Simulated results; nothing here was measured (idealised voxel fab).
process module | voxel gate over fins
cross-section cut | 230 nm wide | cells 5 nm
A cross-section is a grid of square cells, given in bands from the top down. A band is one or more rows of cells.
Each band's line starts with the height of the band's top and of its bottom, in nm. Then come its materials from left to right, each with its width in nm. One material with "throughout" fills the band from edge to edge. "air" is empty space.
Height 0 is the level under which the wafer as received is all one material. The lowest band goes on downwards, as in "0 down".
A width such as "30 to 40" changes by the same amount from each row of cells to the next, from the band's top row to its bottom row.
"no change" after a step means that no cell of the cross-section changed.
closed voids: empty space of 8 cells or more with no open way to the top, each as width x height at its distance from the left edge, in nm
after a step's settings: what the simulator itself notes on the step
overlay nm, on a step with a mask: how far to the right of its planned place the mask lay; to the left if negative
plan
1 op RECEIVE | material Si
2 op CONFORMAL_DEP | material SiN | thk nm 10
3 op PATTERN | tone cover | mask id FINS | material resist | width nm 15 | pitch nm 40 | thk nm 15 | overlay nm -15
4 op DIRECTIONAL_ETCH | etch materials SiN | depth nm 10
5 op DIRECTIONAL_ETCH | etch materials Si | depth nm 40
6 op STRIP | etch materials resist
7 op OXIDIZE | depth nm 5
8 op FILL_DEP | material SiO2 | thk nm 15
9 op CMP | height nm 10
10 op SELECTIVE_ETCH | etch materials SiO2 | depth nm 20
11 op STRIP | etch materials SiN
12 op CONFORMAL_DEP | material HfO2 | thk nm 5
13 op CONFORMAL_DEP | material TiN | thk nm 5
14 op CONFORMAL_DEP | material TiAl | thk nm 5
15 op CONFORMAL_DEP | material TiN | thk nm 5
16 op FILL_DEP | material W | thk nm 10
17 op CMP | height nm 25
18 op CONFORMAL_DEP | material SiCN | thk nm 5
varied across the wafers: overlay nm of step 3. The plan shows the first wafer's value. All wafers start alike
first wafer as received, after step 1
  0 down: Si throughout
  closed voids: none
each wafer at the end: cells of each material gained (+) or lost (-) since it was received, then its closed voids
overlay nm -15 | +58 HfO2 | -387 Si | +46 SiCN | +301 SiO2 | +58 TiAl | +112 TiN | +88 W | closed voids: none
overlay nm -10 | +58 HfO2 | -387 Si | +46 SiCN | +301 SiO2 | +58 TiAl | +112 TiN | +88 W | closed voids: none
overlay nm -5 | +58 HfO2 | -387 Si | +46 SiCN | +301 SiO2 | +58 TiAl | +112 TiN | +88 W | closed voids: none
overlay nm 0 | +58 HfO2 | -387 Si | +46 SiCN | +301 SiO2 | +58 TiAl | +112 TiN | +88 W | closed voids: none
overlay nm 5 | +58 HfO2 | -387 Si | +46 SiCN | +301 SiO2 | +58 TiAl | +112 TiN | +88 W | closed voids: none
overlay nm 10 | +58 HfO2 | -387 Si | +46 SiCN | +301 SiO2 | +58 TiAl | +112 TiN | +88 W | closed voids: none
overlay nm 15 | +58 HfO2 | -387 Si | +46 SiCN | +301 SiO2 | +58 TiAl | +112 TiN | +88 W | closed voids: none
